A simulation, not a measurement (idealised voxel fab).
The process module presented herein is designated voxel tone inversion.
We display cut, a cross-section 220 nm in width whose square cells are each 5 nm.
Format of a cross-section: grid, square cells. Given as bands. Order: top down. Band: one or more rows of cells.
First you get the band's top height and its bottom height, in nm, and then the materials it's made of, left to right, with each width in nm. If you see a single material with "full width", that one covers the band edge to edge. "blank" is empty space.
Ref level 0: as-received wafer is one material below here. Bottom band extends down with no lower bound ("0 nm and below").
A two-number width, for instance "30 to 40", indicates that the width is equal to the first number in the top row of the band and to the second number in the bottom row, and that it changes by a constant amount per row of cells.
"changes: none" means the step left every cell of the cross-section as it was.
This entry, "Sealed voids", enumerates those empty regions of no fewer than 8 cells that possess no open connection to the top. Each region is reported in the form width x height at distance, the distance being taken from the left edge, with all three quantities expressed in nm.
Anything after a step's settings on that line? It's the simulator's own note about the step.
Each step line may optionally specify "overlay nm", which for a step with a mask gives the rightward distance between the mask's planned place and where it lay, a negative value indicating the leftward direction.
If you're wondering how to read the rest of this, here's the deal. It's pairs of cross-sections: one from before a process step, one from after it. The after one is only drawn as far down as the lowest band that changed. Right under each pair you'll see which step sits between them and what its settings were. Don't read the pairs as one continuous story, though. They can come from different runs of this module on the same starting wafer, and a pair only carries on from the one above it where its entry headed "Prior to processing" says so.
Prior to processing
* 25 nm to 10 nm | 50 blank; 20 SiO2; 30 blank; 20 SiO2; 30 blank; 20 SiO2; 50 blank
* 10 nm to 0 nm | SiCN full width
* 0 nm and below | Si full width
* Sealed voids: none
Resulting Cross-Section
* 30 nm to 25 nm | 45 blank; 30 TiN; 20 blank; 30 TiN; 20 blank; 30 TiN; 45 blank
* 25 nm to 15 nm | 45 blank; 5 TiN; 20 SiO2; 5 TiN; 20 blank; 5 TiN; 20 SiO2; 5 TiN; 20 blank; 5 TiN; 20 SiO2; 5 TiN; 45 blank
* 15 nm to 10 nm | 50 TiN; 20 SiO2; 30 TiN; 20 SiO2; 30 TiN; 20 SiO2; 50 TiN
* Under 10: no change, same as before.
* Sealed voids: none
Going from one cross-section above to the next, the wafer undergoes CONFORMAL_DEP, material TiN, thk nm 5
Prior to processing: The structure entering this step is exactly what the pair just above shows after its step.
Resulting Cross-Section
* 35 nm to 30 nm | Ru full width
* 30 nm to 25 nm | 45 Ru; 30 TiN; 20 Ru; 30 TiN; 20 Ru; 30 TiN; 45 Ru
* 25 nm to 15 nm | 45 Ru; 5 TiN; 20 SiO2; 5 TiN; 20 Ru; 5 TiN; 20 SiO2; 5 TiN; 20 Ru; 5 TiN; 20 SiO2; 5 TiN; 45 Ru
* Under 15: no change, same as before.
* Sealed voids: none
Going from one cross-section above to the next, the wafer undergoes FILL_DEP, material Ru, thk nm 5
Prior to processing: The structure entering this step is exactly what the pair just above shows after its step.
Resulting Cross-Section
* 25 nm to 15 nm | 45 Ru; 5 TiN; 20 SiO2; 5 TiN; 20 Ru; 5 TiN; 20 SiO2; 5 TiN; 20 Ru; 5 TiN; 20 SiO2; 5 TiN; 45 Ru
* Under 15: no change, same as before.
* Sealed voids: none
Going from one cross-section above to the next, the wafer undergoes CMP, height nm 25
Prior to processing: The structure entering this step is exactly what the pair just above shows after its step.
Resulting Cross-Section
* 30 nm to 25 nm | SiN full width
* Under 25: no change, same as before.
* Sealed voids: none
Going from one cross-section above to the next, the wafer undergoes CONFORMAL_DEP, material SiN, thk nm 5
